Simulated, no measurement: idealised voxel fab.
Process module, titled voxel double patterning
We display cut, a cross-section 255 nm in width whose square cells are each 5 nm.
Notation: cross-section as square-cell grid; stated in bands, top first, going down; one or more cell rows per band.
The band entry comprises the height of the band's top followed by the height of its bottom, expressed in nm, and subsequently the band's materials from left to right, each stated together with its width in nm. Where a single material is marked with the word "all across", that material fills the band from edge to edge. The word "empty" represents empty space.
All heights in this document are referenced to 0, defined as the level beneath which the wafer, as received, consists entirely of one material. The lowest band is not bounded below; it extends indefinitely downward and is written in the form "0 down".
Per-row width for "30 to 40": begins at first number (top row of band), ends at second number (bottom row), increment between rows held constant.
"same as before", as given for a step, is the statement that not any cell of the cross-section underwent a change during that step.
For the entry "Closed void register", the listed items are empty spaces with no open way to the top whose size is 8 cells or more; each item follows the pattern width x height at distance, where distance is from the left edge and all three are in nm.
It should be noted that, on the line of a given step, the content following the step's settings is a remark produced by the simulator itself with respect to that step.
Each step line may optionally specify "overlay nm", which for a step with a mask gives the rightward distance between the mask's planned place and where it lay, a negative value indicating the leftward direction.

[So here's the lineup of process steps we planned]
1. op RECEIVE | material Si
2. op CONFORMAL_DEP | material SiO2 | thk nm 5
3. op DIRECTIONAL_DEP | material W | thk nm 15
4. op DIRECTIONAL_DEP | material SiCN | thk nm 10
5. op DIRECTIONAL_DEP | material aC | thk nm 15
6. op PATTERN | tone open | mask id FIRST | material resist | width nm 15 | pitch nm 50 | thk nm 30 | overlay nm 0
7. op DIRECTIONAL_ETCH | etch materials aC | depth nm 15
8. op STRIP | etch materials resist
9. op DIRECTIONAL_ETCH | etch materials SiCN | depth nm 10
10. op STRIP | etch materials aC
11. op PATTERN | tone open | mask id SECOND | material resist | width nm 15 | thk nm 20 | overlay nm 0
12. op DIRECTIONAL_ETCH | etch materials SiCN | depth nm 10
13. op STRIP | etch materials resist
14. op DIRECTIONAL_ETCH | etch materials W | depth nm 15
15. op STRIP | etch materials SiCN

[Cross-section of the incoming wafer, state after step 1]
> 0 down = Si all across
> Closed void register: none

[Final wafer profile in cross-section after the module, from the same start and plan as above, with one mistake made during processing]
> 15 to 0 = 95 W / 15 empty / 10 W / 15 empty / 10 W / 15 empty / 95 W
> 0 down = Si all across
> Closed void register: none
What was the processing mistake? plan step 2 skipped
